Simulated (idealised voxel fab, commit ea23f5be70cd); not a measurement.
The document below concerns the process module designated voxel transistor to metal.
Cross-section cut spans 190 nm and uses square cells 5 nm in size.
Each cross-section below is a grid of square cells, stated as bands in top-down order, with one or more rows of cells making up each band. A band entry consists of two parts. The first gives the height of the band's top and the height of its bottom, in nm. The rest lists the band's materials from left to right, each with its width in nm. A single material labelled with the word "full width" fills the band from edge to edge, and the word "blank" marks empty space. For the purposes of this specification, 0 denotes the height below which the wafer in its as-received condition is composed wholly of one material, and the lowermost band, lacking a lower limit, extends downward without end, as expressed in "0..down". Width "30..40": first value at the band's top row of cells, second value at its bottom row, equal change from row to row. "everything unchanged" after a step means that no cell of the cross-section changed. If an empty space has no open way to the top and is at least 8 cells in size, "Enclosed voids" lists it, written width x height at distance, where distance is measured from the left edge and every value is in nm. That trailing text on a step's line, after the settings, is the simulator's own remark on the step. A step line may carry the setting "overlay nm", which, for steps involving a mask, states the distance by which the mask lay to the right of its intended position; negative values denote displacement to the left.

# List of planned process steps
1 RECEIVE with material Si
2 OXIDIZE with depth nm 5
3 CONFORMAL_DEP with material SiN, thk nm 15
4 MASKED_ETCH with tone cover, mask id ACTIVE, width nm 135, etch materials SiN, depth nm 15, overlay nm 0
5 MASKED_ETCH with tone cover, mask id ACTIVE, width nm 135, etch materials SiO2, depth nm 5, overlay nm 0
6 MASKED_ETCH with tone cover, mask id ACTIVE, width nm 135, etch materials Si, depth nm 20, overlay nm 0
7 FILL_DEP with material SiO2, thk nm 10
8 CMP with height nm 15
9 SELECTIVE_ETCH with etch materials SiO2, depth nm 5
10 STRIP with etch materials SiN
11 SELECTIVE_ETCH with etch materials SiO2, depth nm 5
12 OXIDIZE with depth nm 5
13 DIRECTIONAL_DEP with material polySi, thk nm 30
14 DIRECTIONAL_DEP with material SiCN, thk nm 10
15 DIRECTIONAL_DEP with material aC, thk nm 15
16 PATTERN with tone cover, mask id GATE, material resist, width nm 35, thk nm 30, overlay nm 0
17 DIRECTIONAL_ETCH with etch materials aC, depth nm 15
18 STRIP with etch materials resist
19 DIRECTIONAL_ETCH with etch materials SiCN, depth nm 20
20 DIRECTIONAL_ETCH with etch materials polySi, depth nm 40
21 STRIP with etch materials aC
22 CONFORMAL_DEP with material SiN, thk nm 5
23 DIRECTIONAL_ETCH with etch materials SiN, depth nm 5
24 DIRECTIONAL_ETCH with etch materials SiO2, depth nm 5
25 DIRECTIONAL_ETCH with etch materials Si, depth nm 5
26 EPI with material nSi, thk nm 5
27 FILL_DEP with material SiO2, thk nm 10
28 CMP with height nm 25
29 STRIP with etch materials polySi
30 SELECTIVE_ETCH with etch materials SiO2, depth nm 5
31 CONFORMAL_DEP with material HfO2, thk nm 5
32 CONFORMAL_DEP with material TiN, thk nm 5
33 FILL_DEP with material W, thk nm 10
34 CMP with height nm 20
35 DIRECTIONAL_DEP with material SiO2, thk nm 15
36 MASKED_ETCH with tone open, mask id CONTACT, width nm 20, pitch nm 95, etch materials SiO2, depth nm 45, overlay nm 0
37 CONFORMAL_DEP with material TiN, thk nm 5
38 FILL_DEP with material W, thk nm 5
39 CMP with height nm 35
40 DIRECTIONAL_DEP with material TiN, thk nm 5
41 DIRECTIONAL_DEP with material W, thk nm 20
42 MASKED_ETCH with tone cover, mask id METAL_1, width nm 20, pitch nm 95, etch materials W, depth nm 20, overlay nm 0
43 MASKED_ETCH with tone cover, mask id METAL_1, width nm 20, pitch nm 95, etch materials TiN, depth nm 5, overlay nm 0
44 FILL_DEP with material lowk, thk nm 10
45 CMP with height nm 60
46 CONFORMAL_DEP with material SiCN, thk nm 5
Split variable: thk nm, step 37. Plan value = first wafer. Wafers start alike.

# Sectional view: first of several wafers, as received, after step 1
- 0..down = Si full width
- Enclosed voids: none

# First of several wafers in cross-section at module end, following the final step, step 46
- 65..60 = SiCN full width
- 60..40 = lowk 35 nm | W 20 nm | lowk 75 nm | W 20 nm | lowk 40 nm
- 40..35 = lowk 35 nm | TiN 20 nm | lowk 75 nm | TiN 20 nm | lowk 40 nm
- 35..20 = SiO2 35 nm | TiN 5 nm | W 10 nm | TiN 5 nm | SiO2 75 nm | TiN 5 nm | W 10 nm | TiN 5 nm | SiO2 40 nm
- 20..5 = SiO2 35 nm | TiN 5 nm | W 10 nm | TiN 5 nm | SiO2 15 nm | SiN 5 nm | HfO2 5 nm | TiN 5 nm | W 15 nm | TiN 5 nm | HfO2 5 nm | SiN 5 nm | SiO2 15 nm | TiN 5 nm | W 10 nm | TiN 5 nm | SiO2 40 nm
- 5..0 = SiO2 20 nm | SiN 5 nm | SiO2 10 nm | TiN 5 nm | W 10 nm | TiN 5 nm | SiO2 15 nm | SiN 5 nm | HfO2 5 nm | TiN 5 nm | W 15 nm | TiN 5 nm | HfO2 5 nm | SiN 5 nm | SiO2 15 nm | TiN 5 nm | W 10 nm | TiN 5 nm | SiO2 10 nm | SiN 5 nm | SiO2 25 nm
- 0..-5 = SiO2 20 nm | SiN 5 nm | SiO2 10 nm | TiN 5 nm | W 10 nm | TiN 5 nm | SiO2 15 nm | SiN 5 nm | HfO2 5 nm | TiN 25 nm | HfO2 5 nm | SiN 5 nm | SiO2 15 nm | TiN 5 nm | W 10 nm | TiN 5 nm | SiO2 10 nm | SiN 5 nm | SiO2 25 nm
- -5..-10 = SiO2 35 nm | TiN 20 nm | SiO2 10 nm | nSi 5 nm | HfO2 45 nm | nSi 5 nm | SiO2 10 nm | TiN 20 nm | SiO2 40 nm
- -10..-15 = SiO2 25 nm | nSi 45 nm | Si 45 nm | nSi 45 nm | SiO2 30 nm
- -15..-25 = SiO2 25 nm | Si 135 nm | SiO2 30 nm
- -25..down = Si full width
- Enclosed voids: none

# End of module, last wafer sectioned
- 65..60 = SiCN full width
- 60..40 = lowk 35 nm | W 20 nm | lowk 75 nm | W 20 nm | lowk 40 nm
- 40..35 = lowk 35 nm | TiN 20 nm | lowk 75 nm | TiN 20 nm | lowk 40 nm
- 35..20 = SiO2 35 nm | TiN 20 nm | SiO2 75 nm | TiN 20 nm | SiO2 40 nm
- 20..5 = SiO2 35 nm | TiN 20 nm | SiO2 15 nm | SiN 5 nm | HfO2 5 nm | TiN 5 nm | W 15 nm | TiN 5 nm | HfO2 5 nm | SiN 5 nm | SiO2 15 nm | TiN 20 nm | SiO2 40 nm
- 5..0 = SiO2 20 nm | SiN 5 nm | SiO2 10 nm | TiN 20 nm | SiO2 15 nm | SiN 5 nm | HfO2 5 nm | TiN 5 nm | W 15 nm | TiN 5 nm | HfO2 5 nm | SiN 5 nm | SiO2 15 nm | TiN 20 nm | SiO2 10 nm | SiN 5 nm | SiO2 25 nm
- 0..-5 = SiO2 20 nm | SiN 5 nm | SiO2 10 nm | TiN 20 nm | SiO2 15 nm | SiN 5 nm | HfO2 5 nm | TiN 25 nm | HfO2 5 nm | SiN 5 nm | SiO2 15 nm | TiN 20 nm | SiO2 10 nm | SiN 5 nm | SiO2 25 nm
- -5..-10 = SiO2 35 nm | TiN 20 nm | SiO2 10 nm | nSi 5 nm | HfO2 45 nm | nSi 5 nm | SiO2 10 nm | TiN 20 nm | SiO2 40 nm
- -10..-15 = SiO2 25 nm | nSi 45 nm | Si 45 nm | nSi 45 nm | SiO2 30 nm
- -15..-25 = SiO2 25 nm | Si 135 nm | SiO2 30 nm
- -25..down = Si full width
- Enclosed voids: none

# Gained (+) or lost (-) cells of each material since receipt, then closed voids: one row per wafer, at the end of the module
thk nm 5; +19 HfO2; -127 Si; +38 SiCN; +14 SiN; +243 SiO2; +61 TiN; +76 W; +150 lowk; +20 nSi; Enclosed voids: none
thk nm 10; +19 HfO2; -127 Si; +38 SiCN; +14 SiN; +243 SiO2; +93 TiN; +44 W; +150 lowk; +20 nSi; Enclosed voids: none
thk nm 15; +19 HfO2; -127 Si; +38 SiCN; +14 SiN; +243 SiO2; +93 TiN; +44 W; +150 lowk; +20 nSi; Enclosed voids: none
thk nm 20; +19 HfO2; -127 Si; +38 SiCN; +14 SiN; +243 SiO2; +93 TiN; +44 W; +150 lowk; +20 nSi; Enclosed voids: none
